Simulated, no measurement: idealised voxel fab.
This is a process module. Its name is voxel released beams.
Cross-section cut spans 210 nm and uses square cells 5 nm in size.
If you're reading a cross-section in this doc, picture square cells in a grid; it comes to you as bands, top ones listed first down to the bottom, and a band can be one or more rows of cells. A band entry consists of two parts. The first gives the height of the band's top and the height of its bottom, in nm. The rest lists the band's materials from left to right, each with its width in nm. A single material labelled with the word "everywhere" fills the band from edge to edge, and the word "blank" marks empty space. Height 0 is the level under which the wafer as received is all one material. The lowest band goes on downwards, as in "0 and below". The notation "30..40" denotes a width that varies across the rows of cells in the band, beginning at the first number in the top row, finishing at the second number in the bottom row, and changing by an identical amount from each row to the next. When a step is marked "identical to before", none of the cells in the cross-section changed during that step. Each empty space that has no open way to the top and spans at least 8 cells appears under "Completely enclosed voids" as width x height at distance, the distance counted from the left edge, all in nm. Text after the settings on a step's line: the simulator's own remark on that step. For masked steps, "overlay nm" on the step line gives how far right of plan the mask actually lay; a minus sign means it lay to the left.
### This section lists the process steps that were planned
| 1 | RECEIVE (material Si) |
| 2 | CONFORMAL_DEP (material SiN; thk nm 5) |
| 3 | DIRECTIONAL_DEP (material SiO2; thk nm 10) |
| 4 | DIRECTIONAL_DEP (material aC; thk nm 15) |
| 5 | PATTERN (tone open; mask id ANCHOR; material resist; width nm 35; thk nm 35; overlay nm 0) |
| 6 | DIRECTIONAL_ETCH (etch materials aC; depth nm 15) |
| 7 | STRIP (etch materials resist) |
| 8 | DIRECTIONAL_ETCH (etch materials SiO2; depth nm 10) |
| 9 | STRIP (etch materials aC) |
| 10 | CONFORMAL_DEP (material W; thk nm 15) |
| 11 | DIRECTIONAL_DEP (material aC; thk nm 15) |
| 12 | PATTERN (tone cover; mask id BEAM; material resist; width nm 120; thk nm 30; overlay nm 0) |
| 13 | DIRECTIONAL_ETCH (etch materials aC; depth nm 15) |
| 14 | STRIP (etch materials resist) |
| 15 | DIRECTIONAL_ETCH (etch materials W; depth nm 15) |
| 16 | STRIP (etch materials aC) |
| 17 | STRIP (etch materials SiO2) |
### Incoming wafer, cross-sectional view, post step 1
0 and below | Si everywhere
Completely enclosed voids: none
### The first of two wafers, cross-sectioned at the end of the module, with the run proceeding as planned
30 down to 20 | 40 nm blank / 20 nm W / 5 nm blank / 95 nm W / 50 nm blank
20 down to 15 | 40 nm blank / 120 nm W / 50 nm blank
15 down to 5 | 45 nm blank / 35 nm W / 130 nm blank
5 down to 0 | SiN everywhere
0 and below | Si everywhere
Completely enclosed voids: none
### Wafer two cross-section, module end. Start and plan unchanged from wafer one; one mistake made during the run
30 down to 20 | 40 nm blank / 20 nm W / 5 nm blank / 95 nm W / 50 nm blank
20 down to 15 | 40 nm blank / 120 nm W / 50 nm blank
15 down to 5 | 45 nm blank / 35 nm W / 130 nm blank
5 down to 0 | W everywhere
0 and below | Si everywhere
Completely enclosed voids: none
Finding, execution versus plan: step 2 ran differently from the plan; actual operation with settings: CONFORMAL_DEP (material W; thk nm 5)
Final comparison by cell count, materials where the second wafer has more or fewer than the first: SiN: 42 fewer, W: 42 more
